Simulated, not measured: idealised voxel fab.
Process module under the name voxel plated lines
295 nm wide, 5 nm square cells: that's cross-section cut.
Think of the cross-section as a grid of square cells. We describe it in bands, top to bottom, and each band covers one or more rows of those cells.
First you get the band's top height and its bottom height, in nm, and then the materials it's made of, left to right, with each width in nm. If you see a single material with "everywhere", that one covers the band edge to edge. "air" is empty space.
It should be noted that heights are counted from 0, beneath which the wafer as supplied is of one material throughout, and that the lowest band possesses no lower boundary but continues downward, as written in "from 0 down".
Top row gets the first number, bottom row gets the second, and each row in between changes by the same step: that is how a band width like "30->40" works.
Where a step carries "nothing was modified", the cross-section came out of it unchanged, cell for cell.
Look at "Cavities, sealed" for the closed voids: empty spaces with no open path to the top, sized 8 cells or up. Each is width x height at distance, distance from the left edge, all nm.
Where a step's line continues beyond its settings, the continuation is a remark by the simulator itself on that step.
overlay nm: mask right of planned place by this much (step with mask). Neg. = left.

# Process steps foreseen in the plan
step 1: RECEIVE [material Si]
step 2: CONFORMAL_DEP [material Al2O3] [thk nm 15]
step 3: DIRECTIONAL_DEP [material TiN] [thk nm 5]
step 4: PATTERN [tone open] [mask id LINES] [material resist] [width nm 20] [pitch nm 55] [thk nm 20] [overlay nm 0]
step 5: EPI [material Ru] [thk nm 5]
step 6: STRIP [etch materials resist]
step 7: DIRECTIONAL_ETCH [etch materials TiN] [depth nm 5]
step 8: CONFORMAL_DEP [material SiN] [thk nm 10]
It is noted that the wafers described herein are identical at the outset and are distinguished by the width nm of step 4; the value stated in the plan corresponds to the first wafer.

# Cut through the first of several wafers as received, post step 1
- from 0 down: Si everywhere
- Cavities, sealed: none

# Row per wafer, end-of-module: cell gain (+)/loss (-) by material since the wafer came in, then closed voids
width nm 20; +177 Al2O3; +8 Ru; +134 SiN; +8 TiN; Cavities, sealed: none
width nm 25; +177 Al2O3; +10 Ru; +134 SiN; +10 TiN; Cavities, sealed: none
width nm 30; +177 Al2O3; +12 Ru; +134 SiN; +12 TiN; Cavities, sealed: none
width nm 35; +177 Al2O3; +14 Ru; +134 SiN; +14 TiN; Cavities, sealed: none
width nm 40; +177 Al2O3; +16 Ru; +132 SiN; +16 TiN; Cavities, sealed: none
